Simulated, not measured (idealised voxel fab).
Title: Process Module voxel lift off
Cross-section cut: width 230 nm, square cells of 5 nm.
When this document writes out a cross-section, it uses a grid of square cells and lists it as bands, beginning at the top and moving down, with a band standing for one or more rows of cells.
In this notation a band is specified by the heights of its top and bottom, in that order and in nm, after which its materials appear from left to right, each paired with its width in nm. The word "all across" attached to a single material means that material fills the band from edge to edge; the word "empty" stands for empty space.
It should be noted that heights are counted from 0, beneath which the wafer as supplied is of one material throughout, and that the lowest band possesses no lower boundary but continues downward, as written in "0 nm and below".
The notation "30..40" denotes a width that varies across the rows of cells in the band, beginning at the first number in the top row, finishing at the second number in the bottom row, and changing by an identical amount from each row to the next.
Take "identical to before" at face value: in the step it is given for, the cross-section changed in none of its cells.
For the entry "Closed void list", the listed items are empty spaces with no open way to the top whose size is 8 cells or more; each item follows the pattern width x height at distance, where distance is from the left edge and all three are in nm.
Note: text after step settings on the step line = simulator remark on that step.
For masked steps, "overlay nm" on the step line gives how far right of plan the mask actually lay; a minus sign means it lay to the left.
Process steps foreseen in the plan
1) RECEIVE with material Si
2) CONFORMAL_DEP with material SiO2, thk nm 10
3) PATTERN with tone open, mask id LINES, material resist, width nm 20, pitch nm 35, thk nm 20, overlay nm -15
4) DIRECTIONAL_DEP with material Ru, thk nm 5
5) STRIP with etch materials resist
6) CONFORMAL_DEP with material SiO2, thk nm 5
Among the wafers covered here, the point of difference is the overlay nm at step 3; their starting state is shared, and the plan presents the value of the first wafer.
Received condition of the first of several wafers, sectioned: post-step 1
> 0 nm and below  Si all across
> Closed void list: none
Wafer rows, end of module: cells per material gained (+) or lost (-) since receipt; closed voids last
overlay nm -15, +16 Ru, +146 SiO2, Closed void list: none
overlay nm -10, +16 Ru, +146 SiO2, Closed void list: none
overlay nm -5, +16 Ru, +146 SiO2, Closed void list: none
overlay nm 0, +16 Ru, +146 SiO2, Closed void list: none
overlay nm 5, +16 Ru, +146 SiO2, Closed void list: none
overlay nm 10, +16 Ru, +146 SiO2, Closed void list: none
overlay nm 15, +16 Ru, +146 SiO2, Closed void list: none
